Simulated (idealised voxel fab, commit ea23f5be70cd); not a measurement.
process module | voxel transistor to metal
cross-section cut | 300 nm wide | cells 5 nm
A cross-section is a grid of square cells, given in bands from the top down. A band is one or more rows of cells.
Each band's line starts with the height of the band's top and of its bottom, in nm. Then come its materials from left to right, each with its width in nm. One material with "throughout" fills the band from edge to edge. "air" is empty space.
Height 0 is the level under which the wafer as received is all one material. The lowest band goes on downwards, as in "0 down".
A width such as "30 to 40" changes by the same amount from each row of cells to the next, from the band's top row to its bottom row.
"no change" after a step means that no cell of the cross-section changed.
closed voids: empty space of 8 cells or more with no open way to the top, each as width x height at its distance from the left edge, in nm
after a step's settings: what the simulator itself notes on the step
overlay nm, on a step with a mask: how far to the right of its planned place the mask lay; to the left if negative
plan
1 op RECEIVE | material Si
2 op OXIDIZE | depth nm 5
3 op CONFORMAL_DEP | material SiN | thk nm 15
4 op MASKED_ETCH | tone cover | mask id ACTIVE | width nm 105 | pitch nm 125 | etch materials SiN | depth nm 15 | overlay nm 0
5 op MASKED_ETCH | tone cover | mask id ACTIVE | width nm 105 | pitch nm 125 | etch materials SiO2 | depth nm 5 | overlay nm 0
6 op MASKED_ETCH | tone cover | mask id ACTIVE | width nm 105 | pitch nm 125 | etch materials Si | depth nm 35 | overlay nm 0
7 op FILL_DEP | material SiO2 | thk nm 5
8 op CMP | height nm 15
9 op SELECTIVE_ETCH | etch materials SiO2 | depth nm 15
10 op STRIP | etch materials SiN
11 op SELECTIVE_ETCH | etch materials SiO2 | depth nm 5
12 op OXIDIZE | depth nm 5
13 op DIRECTIONAL_DEP | material polySi | thk nm 20
14 op DIRECTIONAL_DEP | material SiCN | thk nm 15
15 op MASKED_ETCH | tone cover | mask id GATE | width nm 25 | pitch nm 125 | etch materials SiCN | depth nm 25 | overlay nm 0
16 op MASKED_ETCH | tone cover | mask id GATE | width nm 25 | pitch nm 125 | etch materials polySi | depth nm 30 | overlay nm 0
17 op CONFORMAL_DEP | material SiN | thk nm 10
18 op DIRECTIONAL_ETCH | etch materials SiN | depth nm 10
19 op DIRECTIONAL_ETCH | etch materials SiO2 | depth nm 5
20 op DIRECTIONAL_ETCH | etch materials Si | depth nm 15
21 op EPI | material pSi | thk nm 20
22 op FILL_DEP | material SiO2 | thk nm 10
23 op CMP | height nm 30
24 op DIRECTIONAL_DEP | material SiO2 | thk nm 15
25 op PATTERN | tone open | mask id CONTACT | material resist | width nm 15 | thk nm 15 | overlay nm 0
26 op DIRECTIONAL_ETCH | etch materials SiO2 | depth nm 35
27 op STRIP | etch materials resist
28 op CONFORMAL_DEP | material TiN | thk nm 5
29 op FILL_DEP | material Ru | thk nm 10
30 op CMP | height nm 45
31 op CONFORMAL_DEP | material SiCN | thk nm 5
32 op DIRECTIONAL_DEP | material lowk | thk nm 20
33 op DIRECTIONAL_DEP | material aC | thk nm 10
34 op PATTERN | tone open | mask id METAL_1 | material resist | width nm 15 | thk nm 25 | overlay nm 0
35 op DIRECTIONAL_ETCH | etch materials aC | depth nm 10
36 op STRIP | etch materials resist
37 op DIRECTIONAL_ETCH | etch materials lowk | depth nm 20
38 op DIRECTIONAL_ETCH | etch materials SiCN | depth nm 5
39 op STRIP | etch materials aC
40 op CONFORMAL_DEP | material TiN | thk nm 5
41 op FILL_DEP | material W | thk nm 10
42 op CMP | height nm 70
43 op CONFORMAL_DEP | material SiN | thk nm 5
as received, after step 1
  0 down: Si throughout
  closed voids: none
a wafer at the end: this start, this plan, one mistake
  75 to 70: SiN throughout
  70 to 50: lowk 45 | TiN 5 | W 5 | TiN 5 | lowk 55 | TiN 5 | W 5 | TiN 5 | lowk 40 | TiN 5 | W 5 | TiN 5 | lowk 55 | TiN 5 | W 5 | TiN 5 | lowk 45
  50 to 45: SiCN 45 | TiN 15 | SiCN 55 | TiN 15 | SiCN 40 | TiN 15 | SiCN 55 | TiN 15 | SiCN 45
  45 to 30: SiO2 45 | TiN 5 | SiO2 5 | TiN 5 | SiO2 55 | TiN 5 | SiO2 5 | TiN 5 | SiO2 40 | TiN 5 | SiO2 5 | TiN 5 | SiO2 55 | TiN 5 | SiO2 5 | TiN 5 | SiO2 45
  30 to 15: SiO2 45 | TiN 5 | SiO2 5 | TiN 5 | SiO2 5 | SiN 10 | SiCN 25 | SiN 10 | SiO2 5 | TiN 5 | SiO2 5 | TiN 5 | SiO2 40 | TiN 5 | SiO2 5 | TiN 5 | SiO2 5 | SiN 10 | SiCN 25 | SiN 10 | SiO2 5 | TiN 5 | SiO2 5 | TiN 5 | SiO2 45
  15 to 10: SiO2 45 | TiN 15 | SiO2 5 | SiN 10 | polySi 25 | SiN 10 | SiO2 5 | TiN 15 | SiO2 40 | TiN 15 | SiO2 5 | SiN 10 | polySi 25 | SiN 10 | SiO2 5 | TiN 15 | SiO2 45
  10 to -5: SiO2 45 | pSi 20 | SiN 10 | polySi 25 | SiN 10 | pSi 20 | SiO2 40 | pSi 20 | SiN 10 | polySi 25 | SiN 10 | pSi 20 | SiO2 45
  -5 to -10: SiO2 30 | pSi 35 | SiO2 45 | pSi 35 | SiO2 10 | pSi 35 | SiO2 45 | pSi 35 | SiO2 30
  -10 to -25: SiO2 35 | pSi 30 | Si 45 | pSi 30 | SiO2 20 | pSi 30 | Si 45 | pSi 30 | SiO2 35
  -25 to -40: SiO2 35 | Si 105 | SiO2 20 | Si 105 | SiO2 35
  -40 down: Si throughout
  closed voids: none
what went wrong: step 29 ran as: op FILL_DEP | material SiO2 | thk nm 10
